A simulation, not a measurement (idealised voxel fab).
Process module, titled voxel trench capacitor
Section shown: cut. Width: 280 nm. Cell size: 5 nm, square.
This document writes a cross-section as a grid whose cells are square, and gives it as bands, listed from the top down; one or more rows of cells form a band.
Quick guide to a band line: top height, bottom height (nm) up front; then every material left to right with its width in nm. Only one material and it's marked "everywhere"? Then it fills the band edge to edge. And "blank" just means empty space.
Heights are reckoned from 0. Under this level, the received wafer is all of one material. The bottommost band is open-ended downward, for example "top 0, no bottom".
Read "30..40" as a graded width: first number on top, second number at the bottom, same change between each pair of neighbouring rows.
A step reported as "stayed the same" is a step in which no cell of the cross-section changed.
"Voids, fully enclosed" specifies each empty space that is not open to the top and that occupies no fewer than 8 cells, using the form width x height at distance, the distance measured from the left edge and all three quantities in nm.
If you see something after the settings on a step's line, that's the simulator's own remark about that step.
overlay nm: on a step with a mask, how far right of its planned place the mask lay; negative means left.
Planned process steps
1: RECEIVE,material Si
2: CONFORMAL_DEP,material SiN,thk nm 10
3: DIRECTIONAL_DEP,material aC,thk nm 10
4: PATTERN,tone open,mask id TRENCH,material resist,width nm 15,pitch nm 30,thk nm 25,overlay nm -15
5: DIRECTIONAL_ETCH,etch materials aC,depth nm 10
6: STRIP,etch materials resist
7: DIRECTIONAL_ETCH,etch materials SiN,depth nm 10
8: DIRECTIONAL_ETCH,etch materials Si,depth nm 30
9: STRIP,etch materials aC
10: CONFORMAL_DEP,material Al2O3,thk nm 5
11: FILL_DEP,material polySi,thk nm 5
12: CMP,height nm 10
Wafer-to-wafer difference: overlay nm, step 4. Common start. Plan = first wafer's value.
Received condition of the first of several wafers, sectioned: post-step 1
	top 0, no bottom: Si everywhere
	Voids, fully enclosed: none
wafer rows; end of module; cells per material since receipt: (+) gained, (-) lost; then closed voids
overlay nm -15, +34 Al2O3, -36 Si, +100 SiN, +14 polySi, Voids, fully enclosed: none
overlay nm -10, +34 Al2O3, -36 Si, +100 SiN, +14 polySi, Voids, fully enclosed: none
overlay nm -5, +34 Al2O3, -36 Si, +100 SiN, +14 polySi, Voids, fully enclosed: none
overlay nm 0, +34 Al2O3, -36 Si, +100 SiN, +14 polySi, Voids, fully enclosed: none
overlay nm 5, +34 Al2O3, -36 Si, +100 SiN, +14 polySi, Voids, fully enclosed: none
overlay nm 10, +34 Al2O3, -36 Si, +100 SiN, +14 polySi, Voids, fully enclosed: none
overlay nm 15, +34 Al2O3, -36 Si, +100 SiN, +14 polySi, Voids, fully enclosed: none
